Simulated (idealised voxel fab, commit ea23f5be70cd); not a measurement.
process module | voxel tone inversion
cross-section cut | 225 nm wide | cells 5 nm
A cross-section is a grid of square cells, given in bands from the top down. A band is one or more rows of cells.
Each band's line starts with the height of the band's top and of its bottom, in nm. Then come its materials from left to right, each with its width in nm. One material with "throughout" fills the band from edge to edge. "air" is empty space.
Height 0 is the level under which the wafer as received is all one material. The lowest band goes on downwards, as in "0 down".
A width such as "30 to 40" changes by the same amount from each row of cells to the next, from the band's top row to its bottom row.
"no change" after a step means that no cell of the cross-section changed.
closed voids: empty space of 8 cells or more with no open way to the top, each as width x height at its distance from the left edge, in nm
after a step's settings: what the simulator itself notes on the step
overlay nm, on a step with a mask: how far to the right of its planned place the mask lay; to the left if negative
plan
1 op RECEIVE | material Si
2 op CONFORMAL_DEP | material SiN | thk nm 5
3 op DIRECTIONAL_DEP | material polySi | thk nm 20
4 op PATTERN | tone cover | mask id POSTS | material resist | width nm 25 | pitch nm 40 | thk nm 30 | overlay nm 0
5 op DIRECTIONAL_ETCH | etch materials polySi | depth nm 20
6 op STRIP | etch materials resist
7 op FILL_DEP | material lowk | thk nm 10
8 op CMP | height nm 25
9 op STRIP | etch materials polySi
as received, after step 1
  0 down: Si throughout
  closed voids: none
first wafer at the end, as planned
  25 to 5: lowk 40 | air 25 | lowk 15 | air 25 | lowk 15 | air 25 | lowk 15 | air 25 | lowk 40
  5 to 0: SiN throughout
  0 down: Si throughout
  closed voids: none
second wafer at the end: like start, like plan, one mistake
  25 to 5: lowk 45 | air 20 | lowk 20 | air 20 | lowk 20 | air 20 | lowk 20 | air 20 | lowk 40
  5 to 0: SiN throughout
  0 down: Si throughout
  closed voids: none
what went wrong: step 4 ran as: op PATTERN | tone cover | mask id POSTS | material resist | width nm 20 | pitch nm 40 | thk nm 30 | overlay nm 0
at the end the second wafer has, in cells: 16 more of lowk
